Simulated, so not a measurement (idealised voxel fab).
A process module follows: voxel lift off.
Pictured: cross-section cut, 285 nm wide, on a grid of 5 nm square cells.
Each cross-section below is a grid of square cells, stated as bands in top-down order, with one or more rows of cells making up each band. Heads up on the band format: heights come first, top then bottom, in nm. After that it's the materials left to right, each with its width in nm. A single material flagged "full width" fills the whole band edge to edge, and "empty" means there's empty space there. Zero point of the height axis is 0; under it, received wafer = one material. Lowest band: continues down indefinitely, "0 -> down". You'd read "30 to 40" like this: the band's top row of cells is as wide as the first number, its bottom row is as wide as the second, and going down, every row changes width by the same amount as the row before did. You'll sometimes find "no change occurred" written for a step, and that's the way of saying that nowhere in the cross-section did a cell change during that step. If an empty space has no open way to the top and is at least 8 cells in size, "Closed void table" lists it, written width x height at distance, where distance is measured from the left edge and every value is in nm. Note: text after step settings on the step line = simulator remark on that step. For masked steps, "overlay nm" on the step line gives how far right of plan the mask actually lay; a minus sign means it lay to the left.

PLAN
1: RECEIVE with material Si
2: CONFORMAL_DEP with material Al2O3, thk nm 15
3: PATTERN with tone open, mask id LINES, material resist, width nm 25, pitch nm 40, thk nm 20, overlay nm 0
4: DIRECTIONAL_DEP with material Ru, thk nm 5
5: STRIP with etch materials resist
6: CONFORMAL_DEP with material SiO2, thk nm 10

CROSS-SECTION: WAFER ON ARRIVAL = AFTER STEP 1
> 0 -> down | Si full width
> Closed void table: none

CROSS-SECTION, FIRST OF TWO WAFERS, END OF MODULE, RUN AS PLANNED
> 30 -> 25 | 100 empty | 85 SiO2 | 100 empty
> 25 -> 20 | SiO2 full width
> 20 -> 15 | 110 SiO2 | 25 Ru | 15 SiO2 | 25 Ru | 110 SiO2
> 15 -> 0 | Al2O3 full width
> 0 -> down | Si full width
> Closed void table: none

CROSS-SECTIONAL VIEW OF THE SECOND OF TWO WAFERS UPON COMPLETION OF THE MODULE. THIS WAFER SHARED ITS STARTING CONDITION AND PROCESS PLAN WITH THE FIRST; ONE ERROR WAS MADE DURING ITS EXECUTION
> 45 -> 40 | 100 empty | 85 SiO2 | 100 empty
> 40 -> 35 | SiO2 full width
> 35 -> 30 | 110 SiO2 | 25 Ru | 15 SiO2 | 25 Ru | 110 SiO2
> 30 -> 0 | Al2O3 full width
> 0 -> down | Si full width
> Closed void table: none
Where did the run depart from the plan? twice, step 2 of the plan was run
Materials where the second wafer ends with more or fewer cells than the first: 171 more of Al2O3
